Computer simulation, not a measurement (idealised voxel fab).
Process module under the name voxel transistor to metal
Shown is cross-section cut, with a width of 215 nm and square cells of size 5 nm.
This document writes a cross-section as a grid whose cells are square, and gives it as bands, listed from the top down; one or more rows of cells form a band. This entry defines a band. It first specifies the height of the band's top and the height of its bottom in nm, and then specifies the band's materials from left to right, stating each material with its width in nm. The word "everywhere" identifies a single material that fills the band from edge to edge, while the word "empty" identifies empty space. Heights are reckoned from 0. Under this level, the received wafer is all of one material. The bottommost band is open-ended downward, for example "top 0, no bottom". You'd read "30..40" like this: the band's top row of cells is as wide as the first number, its bottom row is as wide as the second, and going down, every row changes width by the same amount as the row before did. The cross-section has no changed cell in any step marked "no alterations made". If an empty space has no open way to the top and is at least 8 cells in size, "Fully enclosed voids" lists it, written width x height at distance, where distance is measured from the left edge and every value is in nm. Text after the settings on a step's line: the simulator's own remark on that step. What "overlay nm" on a step's line means: if the step has a mask, that mask lay this far to the right of its planned place, or, when the value is negative, to the left.

The planned process steps are enumerated hereunder:
1: RECEIVE,material Si
2: CONFORMAL_DEP,material SiO2,thk nm 5
3: CONFORMAL_DEP,material SiN,thk nm 15
4: PATTERN,tone cover,mask id ACTIVE,material resist,width nm 110,thk nm 15,overlay nm 0
5: DIRECTIONAL_ETCH,etch materials SiN,depth nm 15
6: DIRECTIONAL_ETCH,etch materials SiO2,depth nm 5
7: DIRECTIONAL_ETCH,etch materials Si,depth nm 20
8: STRIP,etch materials resist
9: OXIDIZE,depth nm 5
10: FILL_DEP,material SiO2,thk nm 15
11: CMP,height nm 20
12: SELECTIVE_ETCH,etch materials SiO2,depth nm 10
13: STRIP,etch materials SiN
14: SELECTIVE_ETCH,etch materials SiO2,depth nm 5
15: OXIDIZE,depth nm 5
16: DIRECTIONAL_DEP,material polySi,thk nm 25
17: DIRECTIONAL_DEP,material SiCN,thk nm 10
18: MASKED_ETCH,tone cover,mask id GATE,width nm 20,etch materials SiCN,depth nm 20,overlay nm 0
19: MASKED_ETCH,tone cover,mask id GATE,width nm 20,etch materials polySi,depth nm 35,overlay nm 0
20: CONFORMAL_DEP,material SiO2,thk nm 5
21: DIRECTIONAL_ETCH,etch materials SiO2,depth nm 5
22: CONFORMAL_DEP,material SiN,thk nm 5
23: DIRECTIONAL_ETCH,etch materials SiN,depth nm 5
24: DIRECTIONAL_ETCH,etch materials SiO2,depth nm 5
25: DIRECTIONAL_ETCH,etch materials Si,depth nm 10
26: EPI,material SiGe,thk nm 15
27: FILL_DEP,material SiO2,thk nm 5
28: CMP,height nm 35
29: DIRECTIONAL_DEP,material SiO2,thk nm 15
30: DIRECTIONAL_DEP,material aC,thk nm 10
31: PATTERN,tone open,mask id CONTACT,material resist,width nm 20,pitch nm 70,thk nm 30,overlay nm 0
32: DIRECTIONAL_ETCH,etch materials aC,depth nm 10
33: STRIP,etch materials resist
34: DIRECTIONAL_ETCH,etch materials SiO2,depth nm 50
35: STRIP,etch materials aC
36: CONFORMAL_DEP,material TiN,thk nm 5
37: FILL_DEP,material W,thk nm 10
38: CMP,height nm 50
39: DIRECTIONAL_DEP,material TiN,thk nm 5
40: DIRECTIONAL_DEP,material Ru,thk nm 25
41: DIRECTIONAL_DEP,material aC,thk nm 15
42: PATTERN,tone cover,mask id METAL_1,material resist,width nm 20,pitch nm 70,thk nm 35,overlay nm 0
43: DIRECTIONAL_ETCH,etch materials aC,depth nm 15
44: STRIP,etch materials resist
45: DIRECTIONAL_ETCH,etch materials Ru,depth nm 25
46: DIRECTIONAL_ETCH,etch materials TiN,depth nm 5
47: STRIP,etch materials aC
48: FILL_DEP,material lowk,thk nm 10
49: CMP,height nm 80
50: CONFORMAL_DEP,material SiCN,thk nm 5

This is the cross-section of the wafer as we received it, i.e. after step 1:
top 0, no bottom = Si everywhere
Fully enclosed voids: none

First of two wafers: cross-section at end of module, run per plan:
top 85, bottom 80 = SiCN everywhere
top 80, bottom 55 = lowk 60 nm, Ru 20 nm, lowk 50 nm, Ru 20 nm, lowk 65 nm
top 55, bottom 50 = lowk 60 nm, TiN 20 nm, lowk 50 nm, TiN 20 nm, lowk 65 nm
top 50, bottom 35 = SiO2 60 nm, TiN 5 nm, W 10 nm, TiN 5 nm, SiO2 50 nm, TiN 5 nm, W 10 nm, TiN 5 nm, SiO2 65 nm
top 35, bottom 25 = SiO2 60 nm, TiN 5 nm, W 10 nm, TiN 5 nm, SiO2 5 nm, SiN 5 nm, SiO2 5 nm, SiCN 20 nm, SiO2 5 nm, SiN 5 nm, SiO2 5 nm, TiN 5 nm, W 10 nm, TiN 5 nm, SiO2 65 nm
top 25, bottom 15 = SiO2 60 nm, TiN 5 nm, W 10 nm, TiN 5 nm, SiO2 5 nm, SiN 5 nm, SiO2 5 nm, polySi 20 nm, SiO2 5 nm, SiN 5 nm, SiO2 5 nm, TiN 5 nm, W 10 nm, TiN 5 nm, SiO2 65 nm
top 15, bottom 10 = SiO2 60 nm, TiN 20 nm, SiO2 5 nm, SiN 5 nm, SiO2 5 nm, polySi 20 nm, SiO2 5 nm, SiN 5 nm, SiO2 5 nm, TiN 20 nm, SiO2 65 nm
top 10, bottom 5 = SiO2 60 nm, TiN 10 nm, SiGe 15 nm, SiN 5 nm, SiO2 5 nm, polySi 20 nm, SiO2 5 nm, SiN 5 nm, SiGe 15 nm, TiN 10 nm, SiO2 65 nm
top 5, bottom 0 = SiO2 50 nm, SiN 5 nm, SiO2 5 nm, TiN 10 nm, SiGe 15 nm, SiN 5 nm, SiO2 5 nm, polySi 20 nm, SiO2 5 nm, SiN 5 nm, SiGe 15 nm, TiN 10 nm, SiO2 5 nm, SiN 5 nm, SiO2 55 nm
top 0, bottom -5 = SiO2 55 nm, SiGe 30 nm, SiO2 40 nm, SiGe 30 nm, SiO2 60 nm
top -5, bottom -15 = SiO2 55 nm, SiGe 30 nm, Si 40 nm, SiGe 30 nm, SiO2 60 nm
top -15, bottom -25 = SiO2 55 nm, Si 100 nm, SiO2 60 nm
top -25, no bottom = Si everywhere
Fully enclosed voids: none

What the second wafer looks like in cross-section once the module is done. Its start and its plan matched the first wafer's exactly; what differed was one mistake in how it was run:
top 85, bottom 80 = SiCN everywhere
top 80, bottom 55 = lowk 60 nm, Ru 20 nm, lowk 50 nm, Ru 20 nm, lowk 65 nm
top 55, bottom 50 = lowk 60 nm, TiN 20 nm, lowk 50 nm, TiN 20 nm, lowk 65 nm
top 50, bottom 35 = SiO2 60 nm, TiN 5 nm, W 10 nm, TiN 5 nm, SiO2 50 nm, TiN 5 nm, W 10 nm, TiN 5 nm, SiO2 65 nm
top 35, bottom 25 = SiO2 60 nm, TiN 5 nm, W 10 nm, TiN 5 nm, SiN 5 nm, SiO2 5 nm, SiCN 20 nm, SiO2 5 nm, SiN 5 nm, SiO2 10 nm, TiN 5 nm, W 10 nm, TiN 5 nm, SiO2 65 nm
top 25, bottom 15 = SiO2 60 nm, TiN 5 nm, W 10 nm, TiN 5 nm, SiN 5 nm, SiO2 5 nm, polySi 25 nm, SiO2 5 nm, SiN 5 nm, SiO2 5 nm, TiN 5 nm, W 10 nm, TiN 5 nm, SiO2 65 nm
top 15, bottom 10 = SiO2 60 nm, TiN 20 nm, SiN 5 nm, SiO2 5 nm, polySi 25 nm, SiO2 5 nm, SiN 5 nm, SiO2 5 nm, TiN 20 nm, SiO2 65 nm
top 10, bottom 5 = SiO2 60 nm, TiN 5 nm, SiGe 15 nm, SiN 5 nm, SiO2 5 nm, polySi 25 nm, SiO2 5 nm, SiN 5 nm, SiGe 15 nm, TiN 10 nm, SiO2 65 nm
top 5, bottom 0 = SiO2 50 nm, SiN 5 nm, SiO2 5 nm, TiN 5 nm, SiGe 15 nm, SiN 5 nm, SiO2 5 nm, polySi 25 nm, SiO2 5 nm, SiN 5 nm, SiGe 15 nm, TiN 10 nm, SiO2 5 nm, SiN 5 nm, SiO2 55 nm
top 0, bottom -5 = SiO2 55 nm, SiGe 25 nm, SiO2 45 nm, SiGe 30 nm, SiO2 60 nm
top -5, bottom -15 = SiO2 55 nm, SiGe 25 nm, Si 45 nm, SiGe 30 nm, SiO2 60 nm
top -15, bottom -25 = SiO2 55 nm, Si 100 nm, SiO2 60 nm
top -25, no bottom = Si everywhere
Fully enclosed voids: none
Where did the run depart from the plan? rather than as planned, step 18 actually ran as MASKED_ETCH,tone cover,mask id GATE,width nm 20,etch materials SiCN,depth nm 20,overlay nm -5
End of process, cell counts, second wafer against first, materials with more or fewer: +2 Si; -3 SiGe; -2 SiO2; -2 TiN; +5 polySi
